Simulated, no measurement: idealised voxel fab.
process module | voxel self aligned vias
cross-section cut | 165 nm wide | cells 5 nm
A cross-section is a grid of square cells, given in bands from the top down. A band is one or more rows of cells.
Each band's line starts with the height of the band's top and of its bottom, in nm. Then come its materials from left to right, each with its width in nm. One material with "throughout" fills the band from edge to edge. "air" is empty space.
Height 0 is the level under which the wafer as received is all one material. The lowest band goes on downwards, as in "0 down".
A width such as "30 to 40" changes by the same amount from each row of cells to the next, from the band's top row to its bottom row.
"no change" after a step means that no cell of the cross-section changed.
closed voids: empty space of 8 cells or more with no open way to the top, each as width x height at its distance from the left edge, in nm
after a step's settings: what the simulator itself notes on the step
overlay nm, on a step with a mask: how far to the right of its planned place the mask lay; to the left if negative
plan
1 op RECEIVE | material Si
2 op CONFORMAL_DEP | material SiO2 | thk nm 10
3 op CONFORMAL_DEP | material SiCN | thk nm 5
4 op DIRECTIONAL_DEP | material lowk | thk nm 25
5 op PATTERN | tone open | mask id LINES | material resist | width nm 20 | pitch nm 70 | thk nm 15 | overlay nm 0
6 op DIRECTIONAL_ETCH | etch materials lowk | depth nm 25
7 op STRIP | etch materials resist
8 op CONFORMAL_DEP | material TiN | thk nm 5
9 op FILL_DEP | material Ru | thk nm 10
10 op CMP | height nm 40
11 op SELECTIVE_ETCH | etch materials W Ru TiN | depth nm 10
12 op FILL_DEP | material SiN | thk nm 10
13 op CMP | height nm 40
14 op DIRECTIONAL_DEP | material lowk | thk nm 20
15 op MASKED_ETCH | tone open | mask id VIAS | width nm 40 | etch materials lowk | depth nm 20 | overlay nm 0
16 op MASKED_ETCH | tone open | mask id VIAS | width nm 40 | etch materials SiN | depth nm 10 | overlay nm 0
17 op CONFORMAL_DEP | material TiN | thk nm 5
18 op FILL_DEP | material Ru | thk nm 5
19 op CMP | height nm 60
20 op CONFORMAL_DEP | material SiCN | thk nm 5
as received, after step 1
  0 down: Si throughout
  closed voids: none
first wafer at the end, as planned
  65 to 60: SiCN throughout
  60 to 45: lowk 25 | TiN 5 | Ru 30 | TiN 5 | lowk 100
  45 to 40: lowk 25 | TiN 15 | Ru 10 | TiN 15 | lowk 100
  40 to 35: lowk 35 | TiN 5 | Ru 10 | TiN 5 | lowk 50 | SiN 20 | lowk 40
  35 to 30: lowk 35 | TiN 20 | lowk 50 | SiN 20 | lowk 40
  30 to 20: lowk 35 | TiN 5 | Ru 10 | TiN 5 | lowk 50 | TiN 5 | Ru 10 | TiN 5 | lowk 40
  20 to 15: lowk 35 | TiN 20 | lowk 50 | TiN 20 | lowk 40
  15 to 10: SiCN throughout
  10 to 0: SiO2 throughout
  0 down: Si throughout
  closed voids: none
second wafer at the end: like start, like plan, one mistake
  65 to 60: SiCN throughout
  60 to 45: lowk 25 | TiN 5 | Ru 30 | TiN 5 | lowk 100
  45 to 40: lowk 25 | TiN 40 | lowk 100
  40 to 35: SiCN throughout
  35 to 10: lowk throughout
  10 to 0: SiO2 throughout
  0 down: Si throughout
  closed voids: none
what went wrong: steps 3 and 4 were swapped
at the end the second wafer has, in cells: 12 fewer of Ru | 8 fewer of SiN | 20 fewer of TiN | 40 more of lowk
